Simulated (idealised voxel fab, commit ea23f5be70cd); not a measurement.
process module | voxel ribs on slabs
cross-section cut | 175 nm wide | cells 5 nm
A cross-section is a grid of square cells, given in bands from the top down. A band is one or more rows of cells.
Each band's line starts with the height of the band's top and of its bottom, in nm. Then come its materials from left to right, each with its width in nm. One material with "throughout" fills the band from edge to edge. "air" is empty space.
Height 0 is the level under which the wafer as received is all one material. The lowest band goes on downwards, as in "0 down".
A width such as "30 to 40" changes by the same amount from each row of cells to the next, from the band's top row to its bottom row.
"no change" after a step means that no cell of the cross-section changed.
closed voids: empty space of 8 cells or more with no open way to the top, each as width x height at its distance from the left edge, in nm
after a step's settings: what the simulator itself notes on the step
overlay nm, on a step with a mask: how far to the right of its planned place the mask lay; to the left if negative
plan
1 op RECEIVE | material Si
2 op DIRECTIONAL_DEP | material SiO2 | thk nm 25
3 op DIRECTIONAL_DEP | material polySi | thk nm 15
4 op DIRECTIONAL_DEP | material aC | thk nm 10
5 op PATTERN | tone cover | mask id RIB | material resist | width nm 20 | thk nm 25 | overlay nm 0
6 op DIRECTIONAL_ETCH | etch materials aC | depth nm 10
7 op STRIP | etch materials resist
8 op DIRECTIONAL_ETCH | etch materials polySi | depth nm 10
9 op STRIP | etch materials aC
10 op PATTERN | tone cover | mask id SLAB | material resist | width nm 70 | thk nm 15 | overlay nm 0
11 op DIRECTIONAL_ETCH | etch materials polySi | depth nm 5
12 op STRIP | etch materials resist
13 op FILL_DEP | material SiO2 | thk nm 25
14 op CMP | height nm 60
15 op DIRECTIONAL_DEP | material TiN | thk nm 10
16 op DIRECTIONAL_DEP | material aC | thk nm 15
17 op PATTERN | tone cover | mask id HEATER | material resist | width nm 30 | thk nm 35 | overlay nm 0
18 op DIRECTIONAL_ETCH | etch materials aC | depth nm 15
19 op STRIP | etch materials resist
20 op DIRECTIONAL_ETCH | etch materials TiN | depth nm 10
21 op STRIP | etch materials aC
22 op CONFORMAL_DEP | material SiO2 | thk nm 5
as received, after step 1
  0 down: Si throughout
  closed voids: none
a wafer at the end: this start, this plan, one mistake
  75 to 70: air 65 | SiO2 40 | air 70
  70 to 65: air 65 | SiO2 5 | TiN 30 | SiO2 5 | air 70
  65 to 60: SiO2 70 | TiN 30 | SiO2 75
  60 to 40: SiO2 throughout
  40 to 30: SiO2 75 to 50 | polySi 20 to 70 | SiO2 80 to 55
  30 to 25: polySi throughout
  25 to 0: SiO2 throughout
  0 down: Si throughout
  closed voids: none
what went wrong: step 8 ran as: op DIRECTIONAL_ETCH | etch materials polySi | depth nm 5
